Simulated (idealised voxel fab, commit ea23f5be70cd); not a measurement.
Name of the process module below: voxel gate over fins
Section shown: cut. Width: 260 nm. Cell size: 5 nm, square.
Notation: cross-section as square-cell grid; stated in bands, top first, going down; one or more cell rows per band.
Band: top height; bottom height; in nm. Then, left to right: material with width in nm, for each material. "full width": a single material spanning edge to edge. "blank": empty space.
Convention: height 0 is the level below which the wafer, as received, is all one material. The lowest band does not terminate at the bottom but continues downward, represented as "0 and below".
Graded width ("30->40"): value in top row of band = first number; value in bottom row = second number; row-to-row change constant.
Step marked "remained the same"? Then no cell in the cross-section changed in it.
"Entrapped voids" - sealed voids, min. 8 cells, no opening to top; format: width x height at distance (distance from left edge; nm throughout).
Where a step's line continues beyond its settings, the continuation is a remark by the simulator itself on that step.
What "overlay nm" on a step's line means: if the step has a mask, that mask lay this far to the right of its planned place, or, when the value is negative, to the left.
Pairs, read this way: before one process step on the one hand, after it on the other, the after cross-section ending at the lowest band that changed; the step between, settings included, beneath. Same starting wafer throughout, but possibly different runs of this module, so no pair continues from the pair above unless its entry headed "Status quo ante" says so.
Status quo ante
	0 and below | Si full width
	Entrapped voids: none
Post-Process View
	5 down to 0 | SiN full width
	Whatever lies below 0 is exactly as it was before.
	Entrapped voids: none
Step applied between the pre-step and post-step cross-sections shown above: CONFORMAL_DEP,material SiN,thk nm 5
Status quo ante: carried over from the after image of the pair right above.
Post-Process View
	5 down to 0 | 55 nm blank  15 nm SiN  30 nm blank  15 nm SiN  30 nm blank  15 nm SiN  30 nm blank  15 nm SiN  55 nm blank
	Whatever lies below 0 is exactly as it was before.
	Entrapped voids: none
Step applied between the pre-step and post-step cross-sections shown above: MASKED_ETCH,tone cover,mask id FINS,width nm 15,pitch nm 45,etch materials SiN,depth nm 5,overlay nm 0
Status quo ante: carried over from the after image of the pair right above.
Post-Process View
	5 down to 0 | 55 nm blank  15 nm SiN  30 nm blank  15 nm SiN  30 nm blank  15 nm SiN  30 nm blank  15 nm SiN  55 nm blank
	0 down to -35 | 55 nm blank  15 nm Si  30 nm blank  15 nm Si  30 nm blank  15 nm Si  30 nm blank  15 nm Si  55 nm blank
	Whatever lies below -35 is exactly as it was before.
	Entrapped voids: none
Step applied between the pre-step and post-step cross-sections shown above: MASKED_ETCH,tone cover,mask id FINS,width nm 15,pitch nm 45,etch materials Si,depth nm 35,overlay nm 0
Status quo ante: carried over from the after image of the pair right above.
Post-Process View
	15 down to 5 | SiO2 full width
	5 down to 0 | 55 nm SiO2  15 nm SiN  30 nm SiO2  15 nm SiN  30 nm SiO2  15 nm SiN  30 nm SiO2  15 nm SiN  55 nm SiO2
	0 down to -35 | 55 nm SiO2  15 nm Si  30 nm SiO2  15 nm Si  30 nm SiO2  15 nm Si  30 nm SiO2  15 nm Si  55 nm SiO2
	Whatever lies below -35 is exactly as it was before.
	Entrapped voids: none
Step applied between the pre-step and post-step cross-sections shown above: FILL_DEP,material SiO2,thk nm 10
Status quo ante: carried over from the after image of the pair right above.
Post-Process View
	5 down to 0 | 55 nm SiO2  15 nm SiN  30 nm SiO2  15 nm SiN  30 nm SiO2  15 nm SiN  30 nm SiO2  15 nm SiN  55 nm SiO2
	Whatever lies below 0 is exactly as it was before.
	Entrapped voids: none
Step applied between the pre-step and post-step cross-sections shown above: CMP,height nm 5
Status quo ante: carried over from the after image of the pair right above.
Post-Process View
	5 down to 0 | 55 nm blank  15 nm SiN  30 nm blank  15 nm SiN  30 nm blank  15 nm SiN  30 nm blank  15 nm SiN  55 nm blank
	0 down to -10 | 55 nm blank  15 nm Si  30 nm blank  15 nm Si  30 nm blank  15 nm Si  30 nm blank  15 nm Si  55 nm blank
	Whatever lies below -10 is exactly as it was before.
	Entrapped voids: none
Step applied between the pre-step and post-step cross-sections shown above: SELECTIVE_ETCH,etch materials SiO2,depth nm 15
Status quo ante: carried over from the after image of the pair right above.
Post-Process View
	0 down to -10 | 55 nm blank  15 nm Si  30 nm blank  15 nm Si  30 nm blank  15 nm Si  30 nm blank  15 nm Si  55 nm blank
	Whatever lies below -10 is exactly as it was before.
	Entrapped voids: none
Step applied between the pre-step and post-step cross-sections shown above: STRIP,etch materials SiN
Status quo ante: carried over from the after image of the pair right above.
Post-Process View
	5 down to 0 | 50 nm blank  25 nm HfO2  20 nm blank  25 nm HfO2  20 nm blank  25 nm HfO2  20 nm blank  25 nm HfO2  50 nm blank
	0 down to -5 | 50 nm blank  5 nm HfO2  15 nm Si  5 nm HfO2  20 nm blank  5 nm HfO2  15 nm Si  5 nm HfO2  20 nm blank  5 nm HfO2  15 nm Si  5 nm HfO2  20 nm blank  5 nm HfO2  15 nm Si  5 nm HfO2  50 nm blank
	-5 down to -10 | 55 nm HfO2  15 nm Si  30 nm HfO2  15 nm Si  30 nm HfO2  15 nm Si  30 nm HfO2  15 nm Si  55 nm HfO2
	Whatever lies below -10 is exactly as it was before.
	Entrapped voids: none
Step applied between the pre-step and post-step cross-sections shown above: CONFORMAL_DEP,material HfO2,thk nm 5
Status quo ante: carried over from the after image of the pair right above.
Post-Process View
	10 down to 5 | 45 nm blank  35 nm TiN  10 nm blank  35 nm TiN  10 nm blank  35 nm TiN  10 nm blank  35 nm TiN  45 nm blank
	5 down to 0 | 45 nm blank  5 nm TiN  25 nm HfO2  5 nm TiN  10 nm blank  5 nm TiN  25 nm HfO2  5 nm TiN  10 nm blank  5 nm TiN  25 nm HfO2  5 nm TiN  10 nm blank  5 nm TiN  25 nm HfO2  5 nm TiN  45 nm blank
	0 down to -5 | 50 nm TiN  5 nm HfO2  15 nm Si  5 nm HfO2  20 nm TiN  5 nm HfO2  15 nm Si  5 nm HfO2  20 nm TiN  5 nm HfO2  15 nm Si  5 nm HfO2  20 nm TiN  5 nm HfO2  15 nm Si  5 nm HfO2  50 nm TiN
	Whatever lies below -5 is exactly as it was before.
	Entrapped voids: none
Step applied between the pre-step and post-step cross-sections shown above: CONFORMAL_DEP,material TiN,thk nm 5
Status quo ante: carried over from the after image of the pair right above.
Post-Process View
	20 down to 10 | W full width
	10 down to 5 | 45 nm W  35 nm TiN  10 nm W  35 nm TiN  10 nm W  35 nm TiN  10 nm W  35 nm TiN  45 nm W
	5 down to 0 | 45 nm W  5 nm TiN  25 nm HfO2  5 nm TiN  10 nm W  5 nm TiN  25 nm HfO2  5 nm TiN  10 nm W  5 nm TiN  25 nm HfO2  5 nm TiN  10 nm W  5 nm TiN  25 nm HfO2  5 nm TiN  45 nm W
	Whatever lies below 0 is exactly as it was before.
	Entrapped voids: none
Step applied between the pre-step and post-step cross-sections shown above: FILL_DEP,material W,thk nm 10
Status quo ante: carried over from the after image of the pair right above.
Post-Process View
	15 down to 10 | W full width
	Whatever lies below 10 is exactly as it was before.
	Entrapped voids: none
Step applied between the pre-step and post-step cross-sections shown above: CMP,height nm 15
Status quo ante: carried over from the after image of the pair right above.
Post-Process View
	20 down to 15 | SiCN full width
	Whatever lies below 15 is exactly as it was before.
	Entrapped voids: none
Step applied between the pre-step and post-step cross-sections shown above: CONFORMAL_DEP,material SiCN,thk nm 5
Status quo ante
	0 down to -10 | 55 nm blank  15 nm Si  30 nm blank  15 nm Si  30 nm blank  15 nm Si  30 nm blank  15 nm Si  55 nm blank
	-10 down to -35 | 55 nm SiO2  15 nm Si  30 nm SiO2  15 nm Si  30 nm SiO2  15 nm Si  30 nm SiO2  15 nm Si  55 nm SiO2
	-35 and below | Si full width
	Entrapped voids: none
Post-Process View
	5 down to 0 | 50 nm blank  25 nm TiN  20 nm blank  25 nm TiN  20 nm blank  25 nm TiN  20 nm blank  25 nm TiN  50 nm blank
	0 down to -5 | 50 nm blank  5 nm TiN  15 nm Si  5 nm TiN  20 nm blank  5 nm TiN  15 nm Si  5 nm TiN  20 nm blank  5 nm TiN  15 nm Si  5 nm TiN  20 nm blank  5 nm TiN  15 nm Si  5 nm TiN  50 nm blank
	-5 down to -10 | 55 nm TiN  15 nm Si  30 nm TiN  15 nm Si  30 nm TiN  15 nm Si  30 nm TiN  15 nm Si  55 nm TiN
	Whatever lies below -10 is exactly as it was before.
	Entrapped voids: none
Step applied between the pre-step and post-step cross-sections shown above: CONFORMAL_DEP,material TiN,thk nm 5
Status quo ante: carried over from the after image of the pair right above.
Post-Process View
	15 down to 5 | W full width
	5 down to 0 | 50 nm W  25 nm TiN  20 nm W  25 nm TiN  20 nm W  25 nm TiN  20 nm W  25 nm TiN  50 nm W
	0 down to -5 | 50 nm W  5 nm TiN  15 nm Si  5 nm TiN  20 nm W  5 nm TiN  15 nm Si  5 nm TiN  20 nm W  5 nm TiN  15 nm Si  5 nm TiN  20 nm W  5 nm TiN  15 nm Si  5 nm TiN  50 nm W
	Whatever lies below -5 is exactly as it was before.
	Entrapped voids: none
Step applied between the pre-step and post-step cross-sections shown above: FILL_DEP,material W,thk nm 10
Status quo ante: carried over from the after image of the pair right above.
Post-Process View
	20 down to 15 | SiCN full width
	Whatever lies below 15 is exactly as it was before.
	Entrapped voids: none
Step applied between the pre-step and post-step cross-sections shown above: CONFORMAL_DEP,material SiCN,thk nm 5
Status quo ante
	5 down to 0 | 55 nm blank  15 nm SiN  30 nm blank  15 nm SiN  30 nm blank  15 nm SiN  30 nm blank  15 nm SiN  55 nm blank
	0 down to -10 | 55 nm blank  15 nm Si  30 nm blank  15 nm Si  30 nm blank  15 nm Si  30 nm blank  15 nm Si  55 nm blank
	-10 down to -35 | 55 nm SiO2  15 nm Si  30 nm SiO2  15 nm Si  30 nm SiO2  15 nm Si  30 nm SiO2  15 nm Si  55 nm SiO2
	-35 and below | Si full width
	Entrapped voids: none
Post-Process View
	5 down to 0 | 55 nm blank  15 nm SiN  30 nm blank  15 nm SiN  30 nm blank  15 nm SiN  30 nm blank  15 nm SiN  55 nm blank
	0 down to -25 | 55 nm blank  15 nm Si  30 nm blank  15 nm Si  30 nm blank  15 nm Si  30 nm blank  15 nm Si  55 nm blank
	Whatever lies below -25 is exactly as it was before.
	Entrapped voids: none
Step applied between the pre-step and post-step cross-sections shown above: SELECTIVE_ETCH,etch materials SiO2,depth nm 15
Status quo ante: carried over from the after image of the pair right above.
Post-Process View
	0 down to -25 | 55 nm blank  15 nm Si  30 nm blank  15 nm Si  30 nm blank  15 nm Si  30 nm blank  15 nm Si  55 nm blank
	Whatever lies below -25 is exactly as it was before.
	Entrapped voids: none
Step applied between the pre-step and post-step cross-sections shown above: STRIP,etch materials SiN
Status quo ante: carried over from the after image of the pair right above.
Post-Process View
	5 down to 0 | 50 nm blank  25 nm HfO2  20 nm blank  25 nm HfO2  20 nm blank  25 nm HfO2  20 nm blank  25 nm HfO2  50 nm blank
	0 down to -20 | 50 nm blank  5 nm HfO2  15 nm Si  5 nm HfO2  20 nm blank  5 nm HfO2  15 nm Si  5 nm HfO2  20 nm blank  5 nm HfO2  15 nm Si  5 nm HfO2  20 nm blank  5 nm HfO2  15 nm Si  5 nm HfO2  50 nm blank
	-20 down to -25 | 55 nm HfO2  15 nm Si  30 nm HfO2  15 nm Si  30 nm HfO2  15 nm Si  30 nm HfO2  15 nm Si  55 nm HfO2
	Whatever lies below -25 is exactly as it was before.
	Entrapped voids: none
Step applied between the pre-step and post-step cross-sections shown above: CONFORMAL_DEP,material HfO2,thk nm 5
Status quo ante: carried over from the after image of the pair right above.
Post-Process View
	10 down to 5 | 45 nm blank  35 nm TiN  10 nm blank  35 nm TiN  10 nm blank  35 nm TiN  10 nm blank  35 nm TiN  45 nm blank
	5 down to 0 | 45 nm blank  5 nm TiN  25 nm HfO2  5 nm TiN  10 nm blank  5 nm TiN  25 nm HfO2  5 nm TiN  10 nm blank  5 nm TiN  25 nm HfO2  5 nm TiN  10 nm blank  5 nm TiN  25 nm HfO2  5 nm TiN  45 nm blank
	0 down to -15 | 45 nm blank  5 nm TiN  5 nm HfO2  15 nm Si  5 nm HfO2  5 nm TiN  10 nm blank  5 nm TiN  5 nm HfO2  15 nm Si  5 nm HfO2  5 nm TiN  10 nm blank  5 nm TiN  5 nm HfO2  15 nm Si  5 nm HfO2  5 nm TiN  10 nm blank  5 nm TiN  5 nm HfO2  15 nm Si  5 nm HfO2  5 nm TiN  45 nm blank
	-15 down to -20 | 50 nm TiN  5 nm HfO2  15 nm Si  5 nm HfO2  20 nm TiN  5 nm HfO2  15 nm Si  5 nm HfO2  20 nm TiN  5 nm HfO2  15 nm Si  5 nm HfO2  20 nm TiN  5 nm HfO2  15 nm Si  5 nm HfO2  50 nm TiN
	Whatever lies below -20 is exactly as it was before.
	Entrapped voids: none
Step applied between the pre-step and post-step cross-sections shown above: CONFORMAL_DEP,material TiN,thk nm 5
Status quo ante: carried over from the after image of the pair right above.
Post-Process View
	20 down to 10 | W full width
	10 down to 5 | 45 nm W  35 nm TiN  10 nm W  35 nm TiN  10 nm W  35 nm TiN  10 nm W  35 nm TiN  45 nm W
	5 down to 0 | 45 nm W  5 nm TiN  25 nm HfO2  5 nm TiN  10 nm W  5 nm TiN  25 nm HfO2  5 nm TiN  10 nm W  5 nm TiN  25 nm HfO2  5 nm TiN  10 nm W  5 nm TiN  25 nm HfO2  5 nm TiN  45 nm W
	0 down to -15 | 45 nm W  5 nm TiN  5 nm HfO2  15 nm Si  5 nm HfO2  5 nm TiN  10 nm W  5 nm TiN  5 nm HfO2  15 nm Si  5 nm HfO2  5 nm TiN  10 nm W  5 nm TiN  5 nm HfO2  15 nm Si  5 nm HfO2  5 nm TiN  10 nm W  5 nm TiN  5 nm HfO2  15 nm Si  5 nm HfO2  5 nm TiN  45 nm W
	Whatever lies below -15 is exactly as it was before.
	Entrapped voids: none
Step applied between the pre-step and post-step cross-sections shown above: FILL_DEP,material W,thk nm 10
Status quo ante: carried over from the after image of the pair right above.
Post-Process View
	15 down to 10 | W full width
	Whatever lies below 10 is exactly as it was before.
	Entrapped voids: none
Step applied between the pre-step and post-step cross-sections shown above: CMP,height nm 15
Status quo ante: carried over from the after image of the pair right above.
Post-Process View
	20 down to 15 | SiCN full width
	Whatever lies below 15 is exactly as it was before.
	Entrapped voids: none
Step applied between the pre-step and post-step cross-sections shown above: CONFORMAL_DEP,material SiCN,thk nm 5
Status quo ante
	5 down to 0 | 55 nm SiO2  15 nm SiN  30 nm SiO2  15 nm SiN  30 nm SiO2  15 nm SiN  30 nm SiO2  15 nm SiN  55 nm SiO2
	0 down to -35 | 55 nm SiO2  15 nm Si  30 nm SiO2  15 nm Si  30 nm SiO2  15 nm Si  30 nm SiO2  15 nm Si  55 nm SiO2
	-35 and below | Si full width
	Entrapped voids: none
Post-Process View
	5 down to 0 | 55 nm SiO2  15 nm blank  30 nm SiO2  15 nm blank  30 nm SiO2  15 nm blank  30 nm SiO2  15 nm blank  55 nm SiO2
	Whatever lies below 0 is exactly as it was before.
	Entrapped voids: none
Step applied between the pre-step and post-step cross-sections shown above: STRIP,etch materials SiN
Status quo ante: carried over from the after image of the pair right above.
Post-Process View
	0 down to -10 | 55 nm blank  15 nm Si  30 nm blank  15 nm Si  30 nm blank  15 nm Si  30 nm blank  15 nm Si  55 nm blank
	-10 down to -15 | 40 nm SiO2  15 nm blank  15 nm Si  30 nm blank  15 nm Si  30 nm blank  15 nm Si  30 nm blank  15 nm Si  15 nm blank  40 nm SiO2
	Whatever lies below -15 is exactly as it was before.
	Entrapped voids: none
Step applied between the pre-step and post-step cross-sections shown above: SELECTIVE_ETCH,etch materials SiO2,depth nm 15
Status quo ante: carried over from the after image of the pair right above.
Post-Process View
	5 down to 0 | 50 nm blank  25 nm HfO2  20 nm blank  25 nm HfO2  20 nm blank  25 nm HfO2  20 nm blank  25 nm HfO2  50 nm blank
	0 down to -5 | 50 nm blank  5 nm HfO2  15 nm Si  5 nm HfO2  20 nm blank  5 nm HfO2  15 nm Si  5 nm HfO2  20 nm blank  5 nm HfO2  15 nm Si  5 nm HfO2  20 nm blank  5 nm HfO2  15 nm Si  5 nm HfO2  50 nm blank
	-5 down to -10 | 45 nm HfO2  5 nm blank  5 nm HfO2  15 nm Si  5 nm HfO2  20 nm blank  5 nm HfO2  15 nm Si  5 nm HfO2  20 nm blank  5 nm HfO2  15 nm Si  5 nm HfO2  20 nm blank  5 nm HfO2  15 nm Si  5 nm HfO2  5 nm blank  45 nm HfO2
	-10 down to -15 | 40 nm SiO2  15 nm HfO2  15 nm Si  30 nm HfO2  15 nm Si  30 nm HfO2  15 nm Si  30 nm HfO2  15 nm Si  15 nm HfO2  40 nm SiO2
	Whatever lies below -15 is exactly as it was before.
	Entrapped voids: none
Step applied between the pre-step and post-step cross-sections shown above: CONFORMAL_DEP,material HfO2,thk nm 5
Status quo ante: carried over from the after image of the pair right above.
Post-Process View
	10 down to 5 | 45 nm blank  35 nm TiN  10 nm blank  35 nm TiN  10 nm blank  35 nm TiN  10 nm blank  35 nm TiN  45 nm blank
	5 down to 0 | 45 nm blank  5 nm TiN  25 nm HfO2  5 nm TiN  10 nm blank  5 nm TiN  25 nm HfO2  5 nm TiN  10 nm blank  5 nm TiN  25 nm HfO2  5 nm TiN  10 nm blank  5 nm TiN  25 nm HfO2  5 nm TiN  45 nm blank
	0 down to -5 | 50 nm TiN  5 nm HfO2  15 nm Si  5 nm HfO2  5 nm TiN  10 nm blank  5 nm TiN  5 nm HfO2  15 nm Si  5 nm HfO2  5 nm TiN  10 nm blank  5 nm TiN  5 nm HfO2  15 nm Si  5 nm HfO2  5 nm TiN  10 nm blank  5 nm TiN  5 nm HfO2  15 nm Si  5 nm HfO2  50 nm TiN
	-5 down to -10 | 45 nm HfO2  5 nm TiN  5 nm HfO2  15 nm Si  5 nm HfO2  20 nm TiN  5 nm HfO2  15 nm Si  5 nm HfO2  20 nm TiN  5 nm HfO2  15 nm Si  5 nm HfO2  20 nm TiN  5 nm HfO2  15 nm Si  5 nm HfO2  5 nm TiN  45 nm HfO2
	Whatever lies below -10 is exactly as it was before.
	Entrapped voids: none
Step applied between the pre-step and post-step cross-sections shown above: CONFORMAL_DEP,material TiN,thk nm 5
Status quo ante: carried over from the after image of the pair right above.
Post-Process View
	20 down to 10 | W full width
	10 down to 5 | 45 nm W  35 nm TiN  10 nm W  35 nm TiN  10 nm W  35 nm TiN  10 nm W  35 nm TiN  45 nm W
	5 down to 0 | 45 nm W  5 nm TiN  25 nm HfO2  5 nm TiN  10 nm W  5 nm TiN  25 nm HfO2  5 nm TiN  10 nm W  5 nm TiN  25 nm HfO2  5 nm TiN  10 nm W  5 nm TiN  25 nm HfO2  5 nm TiN  45 nm W
	0 down to -5 | 50 nm TiN  5 nm HfO2  15 nm Si  5 nm HfO2  5 nm TiN  10 nm W  5 nm TiN  5 nm HfO2  15 nm Si  5 nm HfO2  5 nm TiN  10 nm W  5 nm TiN  5 nm HfO2  15 nm Si  5 nm HfO2  5 nm TiN  10 nm W  5 nm TiN  5 nm HfO2  15 nm Si  5 nm HfO2  50 nm TiN
	Whatever lies below -5 is exactly as it was before.
	Entrapped voids: none
Step applied between the pre-step and post-step cross-sections shown above: FILL_DEP,material W,thk nm 10
Status quo ante: carried over from the after image of the pair right above.
Post-Process View
	15 down to 10 | W full width
	Whatever lies below 10 is exactly as it was before.
	Entrapped voids: none
Step applied between the pre-step and post-step cross-sections shown above: CMP,height nm 15
Status quo ante: carried over from the after image of the pair right above.
Post-Process View
	20 down to 15 | SiCN full width
	Whatever lies below 15 is exactly as it was before.
	Entrapped voids: none
Step applied between the pre-step and post-step cross-sections shown above: CONFORMAL_DEP,material SiCN,thk nm 5
Status quo ante
	5 down to 0 | 55 nm blank  15 nm SiN  30 nm blank  15 nm SiN  30 nm blank  15 nm SiN  30 nm blank  15 nm SiN  55 nm blank
	0 and below | Si full width
	Entrapped voids: none
Post-Process View
	5 down to 0 | 55 nm blank  15 nm SiN  30 nm blank  15 nm SiN  30 nm blank  15 nm SiN  30 nm blank  15 nm SiN  55 nm blank
	0 down to -40 | 55 nm blank  15 nm Si  30 nm blank  15 nm Si  30 nm blank  15 nm Si  30 nm blank  15 nm Si  55 nm blank
	Whatever lies below -40 is exactly as it was before.
	Entrapped voids: none
Step applied between the pre-step and post-step cross-sections shown above: MASKED_ETCH,tone cover,mask id FINS,width nm 15,pitch nm 45,etch materials Si,depth nm 40,overlay nm 0
Status quo ante: carried over from the after image of the pair right above.
Post-Process View
	15 down to 5 | SiO2 full width
	5 down to 0 | 55 nm SiO2  15 nm SiN  30 nm SiO2  15 nm SiN  30 nm SiO2  15 nm SiN  30 nm SiO2  15 nm SiN  55 nm SiO2
	0 down to -40 | 55 nm SiO2  15 nm Si  30 nm SiO2  15 nm Si  30 nm SiO2  15 nm Si  30 nm SiO2  15 nm Si  55 nm SiO2
	Whatever lies below -40 is exactly as it was before.
	Entrapped voids: none
Step applied between the pre-step and post-step cross-sections shown above: FILL_DEP,material SiO2,thk nm 10
Status quo ante: carried over from the after image of the pair right above.
Post-Process View
	5 down to 0 | 55 nm SiO2  15 nm SiN  30 nm SiO2  15 nm SiN  30 nm SiO2  15 nm SiN  30 nm SiO2  15 nm SiN  55 nm SiO2
	Whatever lies below 0 is exactly as it was before.
	Entrapped voids: none
Step applied between the pre-step and post-step cross-sections shown above: CMP,height nm 5
Status quo ante: carried over from the after image of the pair right above.
Post-Process View
	5 down to 0 | 55 nm blank  15 nm SiN  30 nm blank  15 nm SiN  30 nm blank  15 nm SiN  30 nm blank  15 nm SiN  55 nm blank
	0 down to -10 | 55 nm blank  15 nm Si  30 nm blank  15 nm Si  30 nm blank  15 nm Si  30 nm blank  15 nm Si  55 nm blank
	Whatever lies below -10 is exactly as it was before.
	Entrapped voids: none
Step applied between the pre-step and post-step cross-sections shown above: SELECTIVE_ETCH,etch materials SiO2,depth nm 15
Status quo ante: carried over from the after image of the pair right above.
Post-Process View
	0 down to -10 | 55 nm blank  15 nm Si  30 nm blank  15 nm Si  30 nm blank  15 nm Si  30 nm blank  15 nm Si  55 nm blank
	Whatever lies below -10 is exactly as it was before.
	Entrapped voids: none
Step applied between the pre-step and post-step cross-sections shown above: STRIP,etch materials SiN
Status quo ante: carried over from the after image of the pair right above.
Post-Process View
	5 down to 0 | 50 nm blank  25 nm HfO2  20 nm blank  25 nm HfO2  20 nm blank  25 nm HfO2  20 nm blank  25 nm HfO2  50 nm blank
	0 down to -5 | 50 nm blank  5 nm HfO2  15 nm Si  5 nm HfO2  20 nm blank  5 nm HfO2  15 nm Si  5 nm HfO2  20 nm blank  5 nm HfO2  15 nm Si  5 nm HfO2  20 nm blank  5 nm HfO2  15 nm Si  5 nm HfO2  50 nm blank
	-5 down to -10 | 55 nm HfO2  15 nm Si  30 nm HfO2  15 nm Si  30 nm HfO2  15 nm Si  30 nm HfO2  15 nm Si  55 nm HfO2
	Whatever lies below -10 is exactly as it was before.
	Entrapped voids: none
Step applied between the pre-step and post-step cross-sections shown above: CONFORMAL_DEP,material HfO2,thk nm 5
Status quo ante: carried over from the after image of the pair right above.
Post-Process View
	10 down to 5 | 45 nm blank  35 nm TiN  10 nm blank  35 nm TiN  10 nm blank  35 nm TiN  10 nm blank  35 nm TiN  45 nm blank
	5 down to 0 | 45 nm blank  5 nm TiN  25 nm HfO2  5 nm TiN  10 nm blank  5 nm TiN  25 nm HfO2  5 nm TiN  10 nm blank  5 nm TiN  25 nm HfO2  5 nm TiN  10 nm blank  5 nm TiN  25 nm HfO2  5 nm TiN  45 nm blank
	0 down to -5 | 50 nm TiN  5 nm HfO2  15 nm Si  5 nm HfO2  20 nm TiN  5 nm HfO2  15 nm Si  5 nm HfO2  20 nm TiN  5 nm HfO2  15 nm Si  5 nm HfO2  20 nm TiN  5 nm HfO2  15 nm Si  5 nm HfO2  50 nm TiN
	Whatever lies below -5 is exactly as it was before.
	Entrapped voids: none
Step applied between the pre-step and post-step cross-sections shown above: CONFORMAL_DEP,material TiN,thk nm 5
Status quo ante: carried over from the after image of the pair right above.
Post-Process View
	20 down to 10 | W full width
	10 down to 5 | 45 nm W  35 nm TiN  10 nm W  35 nm TiN  10 nm W  35 nm TiN  10 nm W  35 nm TiN  45 nm W
	5 down to 0 | 45 nm W  5 nm TiN  25 nm HfO2  5 nm TiN  10 nm W  5 nm TiN  25 nm HfO2  5 nm TiN  10 nm W  5 nm TiN  25 nm HfO2  5 nm TiN  10 nm W  5 nm TiN  25 nm HfO2  5 nm TiN  45 nm W
	Whatever lies below 0 is exactly as it was before.
	Entrapped voids: none
Step applied between the pre-step and post-step cross-sections shown above: FILL_DEP,material W,thk nm 10
Status quo ante: carried over from the after image of the pair right above.
Post-Process View
	15 down to 10 | W full width
	Whatever lies below 10 is exactly as it was before.
	Entrapped voids: none
Step applied between the pre-step and post-step cross-sections shown above: CMP,height nm 15
Status quo ante: carried over from the after image of the pair right above.
Post-Process View
	20 down to 15 | SiCN full width
	Whatever lies below 15 is exactly as it was before.
	Entrapped voids: none
Step applied between the pre-step and post-step cross-sections shown above: CONFORMAL_DEP,material SiCN,thk nm 5
Status quo ante
	5 down to 0 | 55 nm blank  15 nm SiN  30 nm blank  15 nm SiN  30 nm blank  15 nm SiN  30 nm blank  15 nm SiN  55 nm blank
	0 down to -35 | 55 nm blank  15 nm Si  30 nm blank  15 nm Si  30 nm blank  15 nm Si  30 nm blank  15 nm Si  55 nm blank
	-35 and below | Si full width
	Entrapped voids: none
Post-Process View
	15 down to 5 | SiCN full width
	5 down to 0 | 55 nm SiCN  15 nm SiN  30 nm SiCN  15 nm SiN  30 nm SiCN  15 nm SiN  30 nm SiCN  15 nm SiN  55 nm SiCN
	0 down to -35 | 55 nm SiCN  15 nm Si  30 nm SiCN  15 nm Si  30 nm SiCN  15 nm Si  30 nm SiCN  15 nm Si  55 nm SiCN
	Whatever lies below -35 is exactly as it was before.
	Entrapped voids: none
Step applied between the pre-step and post-step cross-sections shown above: FILL_DEP,material SiCN,thk nm 10
Status quo ante: carried over from the after image of the pair right above.
Post-Process View
	5 down to 0 | 55 nm SiCN  15 nm SiN  30 nm SiCN  15 nm SiN  30 nm SiCN  15 nm SiN  30 nm SiCN  15 nm SiN  55 nm SiCN
	Whatever lies below 0 is exactly as it was before.
	Entrapped voids: none
Step applied between the pre-step and post-step cross-sections shown above: CMP,height nm 5
Status quo ante: carried over from the after image of the pair right above.
Post-Process View
	5 down to 0 | 55 nm SiCN  15 nm blank  30 nm SiCN  15 nm blank  30 nm SiCN  15 nm blank  30 nm SiCN  15 nm blank  55 nm SiCN
	Whatever lies below 0 is exactly as it was before.
	Entrapped voids: none
Step applied between the pre-step and post-step cross-sections shown above: STRIP,etch materials SiN
Status quo ante: carried over from the after image of the pair right above.
Post-Process View
	10 down to 5 | 60 nm HfO2  5 nm blank  40 nm HfO2  5 nm blank  40 nm HfO2  5 nm blank  40 nm HfO2  5 nm blank  60 nm HfO2
	5 down to 0 | 55 nm SiCN  15 nm HfO2  30 nm SiCN  15 nm HfO2  30 nm SiCN  15 nm HfO2  30 nm SiCN  15 nm HfO2  55 nm SiCN
	Whatever lies below 0 is exactly as it was before.
	Entrapped voids: none
Step applied between the pre-step and post-step cross-sections shown above: CONFORMAL_DEP,material HfO2,thk nm 5
Status quo ante: carried over from the after image of the pair right above.
Post-Process View
	15 down to 10 | TiN full width
	10 down to 5 | 60 nm HfO2  5 nm TiN  40 nm HfO2  5 nm TiN  40 nm HfO2  5 nm TiN  40 nm HfO2  5 nm TiN  60 nm HfO2
	Whatever lies below 5 is exactly as it was before.
	Entrapped voids: none
Step applied between the pre-step and post-step cross-sections shown above: CONFORMAL_DEP,material TiN,thk nm 5
Status quo ante: carried over from the after image of the pair right above.
Post-Process View
	25 down to 15 | W full width
	Whatever lies below 15 is exactly as it was before.
	Entrapped voids: none
Step applied between the pre-step and post-step cross-sections shown above: FILL_DEP,material W,thk nm 10
Status quo ante: carried over from the after image of the pair right above.
Post-Process View
	15 down to 10 | TiN full width
	Whatever lies below 10 is exactly as it was before.
	Entrapped voids: none
Step applied between the pre-step and post-step cross-sections shown above: CMP,height nm 15
Status quo ante: carried over from the after image of the pair right above.
Post-Process View
	20 down to 15 | SiCN full width
	Whatever lies below 15 is exactly as it was before.
	Entrapped voids: none
Step applied between the pre-step and post-step cross-sections shown above: CONFORMAL_DEP,material SiCN,thk nm 5
